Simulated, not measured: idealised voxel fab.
process module | voxel fin reveal
cross-section cut | 240 nm wide | cells 5 nm
A cross-section is a grid of square cells, given in bands from the top down. A band is one or more rows of cells.
Each band's line starts with the height of the band's top and of its bottom, in nm. Then come its materials from left to right, each with its width in nm. One material with "throughout" fills the band from edge to edge. "air" is empty space.
Height 0 is the level under which the wafer as received is all one material. The lowest band goes on downwards, as in "0 down".
A width such as "30 to 40" changes by the same amount from each row of cells to the next, from the band's top row to its bottom row.
"no change" after a step means that no cell of the cross-section changed.
closed voids: empty space of 8 cells or more with no open way to the top, each as width x height at its distance from the left edge, in nm
after a step's settings: what the simulator itself notes on the step
overlay nm, on a step with a mask: how far to the right of its planned place the mask lay; to the left if negative
plan
1 op RECEIVE | material Si
2 op CONFORMAL_DEP | material SiN | thk nm 5
3 op MASKED_ETCH | tone cover | mask id FINS | width nm 15 | pitch nm 45 | etch materials SiN | depth nm 5 | overlay nm 0
4 op MASKED_ETCH | tone cover | mask id FINS | width nm 15 | pitch nm 45 | etch materials Si | depth nm 35 | overlay nm 0
5 op OXIDIZE | depth nm 5
6 op FILL_DEP | material SiO2 | thk nm 10
7 op CMP | height nm 5
8 op SELECTIVE_ETCH | etch materials SiO2 | depth nm 15
9 op STRIP | etch materials SiN
as received, after step 1
  0 down: Si throughout
  closed voids: none
first wafer at the end, as planned
  0 to -10: air 50 | Si 5 | air 40 | Si 5 | air 40 | Si 5 | air 40 | Si 5 | air 50
  -10 to -40: SiO2 50 | Si 5 | SiO2 40 | Si 5 | SiO2 40 | Si 5 | SiO2 40 | Si 5 | SiO2 50
  -40 down: Si throughout
  closed voids: none
second wafer at the end: like start, like plan, one mistake
  0 to -20: air 50 | Si 5 | air 40 | Si 5 | air 40 | Si 5 | air 40 | Si 5 | air 50
  -20 to -40: SiO2 50 | Si 5 | SiO2 40 | Si 5 | SiO2 40 | Si 5 | SiO2 40 | Si 5 | SiO2 50
  -40 down: Si throughout
  closed voids: none
what went wrong: step 8 ran as: op SELECTIVE_ETCH | etch materials SiO2 | depth nm 25
at the end the second wafer has, in cells: 88 fewer of SiO2
